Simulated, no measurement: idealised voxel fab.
The name of this process module is voxel lift off.
Square cell edge 5 nm, section width 285 nm, ID cut.
When this document writes out a cross-section, it uses a grid of square cells and lists it as bands, beginning at the top and moving down, with a band standing for one or more rows of cells. Look at the band entry: it leads with the top's height and the bottom's height in nm. Then it lists the materials left to right, with a width in nm for each. The word "full width" on a single material says that material fills the band edge to edge. The word "blank" is empty space. Note: height 0 marks the level under which the wafer is uniformly one material as received. Lowest band unbounded below, written "z 0 and below". Graded width ("30..40"): value in top row of band = first number; value in bottom row = second number; row-to-row change constant. "stayed the same" means the step left every cell of the cross-section as it was. The entry "Closed empty spaces" lists the empty spaces that cover at least 8 cells and have no open path to the top. Each is written as width x height at distance, where the distance is measured from the left edge and all three values are in nm. That trailing text on a step's line, after the settings, is the simulator's own remark on the step. When a step includes a mask, the "overlay nm" setting on its line states how far to the right of its planned place that mask lay, and negative values state how far to the left.
Process steps - plan:
| 1 | RECEIVE with material Si |
| 2 | CONFORMAL_DEP with material Al2O3, thk nm 5 |
| 3 | PATTERN with tone open, mask id LINES, material resist, width nm 15, pitch nm 40, thk nm 25, overlay nm -15 |
| 4 | DIRECTIONAL_DEP with material Ru, thk nm 15 |
| 5 | STRIP with etch materials resist |
| 6 | CONFORMAL_DEP with material SiN, thk nm 5 |
Among the wafers covered here, the point of difference is the overlay nm at step 3; their starting state is shared, and the plan presents the value of the first wafer.
Incoming state of the first of several wafers in cross-section: after step 1:
z 0 and below: Si full width
Closed empty spaces: none
The rows of the table below are wafers. Looking at the end of the module, a row counts, for every material, the cells the wafer has gained, shown as (+), or lost, shown as (-), since it was received; its closed voids come next:
overlay nm -15; +57 Al2O3; +36 Ru; +81 SiN; Closed empty spaces: none
overlay nm -10; +57 Al2O3; +36 Ru; +81 SiN; Closed empty spaces: none
overlay nm -5; +57 Al2O3; +36 Ru; +81 SiN; Closed empty spaces: none
overlay nm 0; +57 Al2O3; +36 Ru; +81 SiN; Closed empty spaces: none
overlay nm 5; +57 Al2O3; +36 Ru; +81 SiN; Closed empty spaces: none
overlay nm 10; +57 Al2O3; +36 Ru; +81 SiN; Closed empty spaces: none
overlay nm 15; +57 Al2O3; +36 Ru; +81 SiN; Closed empty spaces: none
